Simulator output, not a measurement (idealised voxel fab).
process module | voxel ribs on slabs
cross-section cut | 260 nm wide | cells 5 nm
A cross-section is a grid of square cells, given in bands from the top down. A band is one or more rows of cells.
Each band's line starts with the height of the band's top and of its bottom, in nm. Then come its materials from left to right, each with its width in nm. One material with "throughout" fills the band from edge to edge. "air" is empty space.
Height 0 is the level under which the wafer as received is all one material. The lowest band goes on downwards, as in "0 down".
A width such as "30 to 40" changes by the same amount from each row of cells to the next, from the band's top row to its bottom row.
"no change" after a step means that no cell of the cross-section changed.
closed voids: empty space of 8 cells or more with no open way to the top, each as width x height at its distance from the left edge, in nm
after a step's settings: what the simulator itself notes on the step
overlay nm, on a step with a mask: how far to the right of its planned place the mask lay; to the left if negative
plan
1 op RECEIVE | material Si
2 op DIRECTIONAL_DEP | material SiO2 | thk nm 20
3 op DIRECTIONAL_DEP | material polySi | thk nm 15
4 op DIRECTIONAL_DEP | material aC | thk nm 15
5 op PATTERN | tone cover | mask id RIB | material resist | width nm 20 | thk nm 30 | overlay nm 0
6 op DIRECTIONAL_ETCH | etch materials aC | depth nm 15
7 op STRIP | etch materials resist
8 op DIRECTIONAL_ETCH | etch materials polySi | depth nm 5
9 op STRIP | etch materials aC
10 op DIRECTIONAL_DEP | material aC | thk nm 15
11 op PATTERN | tone cover | mask id SLAB | material resist | width nm 60 | thk nm 30 | overlay nm 0
12 op DIRECTIONAL_ETCH | etch materials aC | depth nm 15
13 op STRIP | etch materials resist
14 op DIRECTIONAL_ETCH | etch materials polySi | depth nm 10
15 op STRIP | etch materials aC
16 op FILL_DEP | material SiO2 | thk nm 25
17 op CMP | height nm 55
18 op DIRECTIONAL_DEP | material W | thk nm 10
19 op MASKED_ETCH | tone cover | mask id HEATER | width nm 30 | etch materials W | depth nm 10 | overlay nm 0
20 op CONFORMAL_DEP | material SiO2 | thk nm 5
first wafer, as planned
as received, after step 1
  0 down: Si throughout
  closed voids: none
after step 2
  20 to 0: SiO2 throughout
  below 0: unchanged
after step 3
  35 to 20: polySi throughout
  below 20: unchanged
after step 4
  50 to 35: aC throughout
  below 35: unchanged
after step 5
  80 to 50: air 120 | resist 20 | air 120
  below 50: unchanged
after step 6
  65 to 50: air 120 | resist 20 | air 120
  50 to 35: air 120 | aC 20 | air 120
  below 35: unchanged
after step 7
  50 to 35: air 120 | aC 20 | air 120
  below 35: unchanged
after step 8
  50 to 35: air 120 | aC 20 | air 120
  35 to 30: air 120 | polySi 20 | air 120
  below 30: unchanged
after step 9
  35 to 30: air 120 | polySi 20 | air 120
  below 30: unchanged
after step 10
  50 to 45: air 120 | aC 20 | air 120
  45 to 35: aC throughout
  35 to 30: aC 120 | polySi 20 | aC 120
  below 30: unchanged
after step 11
  80 to 50: air 100 | resist 60 | air 100
  50 to 45: air 100 | resist 20 | aC 20 | resist 20 | air 100
  below 45: unchanged
after step 12
  65 to 50: air 100 | resist 60 | air 100
  50 to 45: air 100 | resist 20 | aC 20 | resist 20 | air 100
  45 to 35: air 100 | aC 60 | air 100
  35 to 30: air 100 | aC 20 | polySi 20 | aC 20 | air 100
  below 30: unchanged
after step 13
  50 to 45: air 120 | aC 20 | air 120
  below 45: unchanged
after step 14
  50 to 45: air 120 | aC 20 | air 120
  45 to 35: air 100 | aC 60 | air 100
  35 to 30: air 100 | aC 20 | polySi 20 | aC 20 | air 100
  30 to 20: air 100 | polySi 60 | air 100
  below 20: unchanged
after step 15
  35 to 30: air 120 | polySi 20 | air 120
  below 30: unchanged
after step 16
  60 to 35: SiO2 throughout
  35 to 30: SiO2 120 | polySi 20 | SiO2 120
  30 to 20: SiO2 100 | polySi 60 | SiO2 100
  below 20: unchanged
after step 17
  55 to 35: SiO2 throughout
  below 35: unchanged
after step 18
  65 to 55: W throughout
  below 55: unchanged
after step 19
  65 to 55: air 115 | W 30 | air 115
  below 55: unchanged
after step 20
  70 to 65: air 110 | SiO2 40 | air 110
  65 to 60: air 110 | SiO2 5 | W 30 | SiO2 5 | air 110
  60 to 55: SiO2 115 | W 30 | SiO2 115
  below 55: unchanged
second wafer: like start, like plan, one mistake. Through step 2 it matches the first wafer
when step 3 should have ended
  40 to 20: polySi throughout
  below 20: unchanged
when step 4 should have ended
  55 to 40: aC throughout
  below 40: unchanged
when step 5 should have ended
  85 to 55: air 120 | resist 20 | air 120
  below 55: unchanged
when step 6 should have ended
  70 to 55: air 120 | resist 20 | air 120
  55 to 40: air 120 | aC 20 | air 120
  below 40: unchanged
when step 7 should have ended
  55 to 40: air 120 | aC 20 | air 120
  below 40: unchanged
when step 8 should have ended
  55 to 40: air 120 | aC 20 | air 120
  40 to 35: air 120 | polySi 20 | air 120
  below 35: unchanged
when step 9 should have ended
  40 to 35: air 120 | polySi 20 | air 120
  below 35: unchanged
when step 10 should have ended
  55 to 50: air 120 | aC 20 | air 120
  50 to 40: aC throughout
  40 to 35: aC 120 | polySi 20 | aC 120
  below 35: unchanged
when step 11 should have ended
  85 to 55: air 100 | resist 60 | air 100
  55 to 50: air 100 | resist 20 | aC 20 | resist 20 | air 100
  below 50: unchanged
when step 12 should have ended
  70 to 55: air 100 | resist 60 | air 100
  55 to 50: air 100 | resist 20 | aC 20 | resist 20 | air 100
  50 to 40: air 100 | aC 60 | air 100
  40 to 35: air 100 | aC 20 | polySi 20 | aC 20 | air 100
  below 35: unchanged
when step 13 should have ended
  55 to 50: air 120 | aC 20 | air 120
  below 50: unchanged
when step 14 should have ended
  55 to 50: air 120 | aC 20 | air 120
  50 to 40: air 100 | aC 60 | air 100
  40 to 35: air 100 | aC 20 | polySi 20 | aC 20 | air 100
  35 to 25: air 100 | polySi 60 | air 100
  below 25: unchanged
when step 15 should have ended
  40 to 35: air 120 | polySi 20 | air 120
  below 35: unchanged
when step 16 should have ended
  65 to 40: SiO2 throughout
  40 to 35: SiO2 120 | polySi 20 | SiO2 120
  35 to 25: SiO2 100 | polySi 60 | SiO2 100
  below 25: unchanged
when step 17 should have ended
  55 to 40: SiO2 throughout
  below 40: unchanged
when step 18 should have ended
  65 to 55: W throughout
  below 55: unchanged
when step 19 should have ended
  65 to 55: air 115 | W 30 | air 115
  below 55: unchanged
when step 20 should have ended
  70 to 65: air 110 | SiO2 40 | air 110
  65 to 60: air 110 | SiO2 5 | W 30 | SiO2 5 | air 110
  60 to 55: SiO2 115 | W 30 | SiO2 115
  below 55: unchanged
what went wrong: step 3 ran as: op DIRECTIONAL_DEP | material polySi | thk nm 20
at the end the second wafer has, in cells: 52 fewer of SiO2 | 52 more of polySi
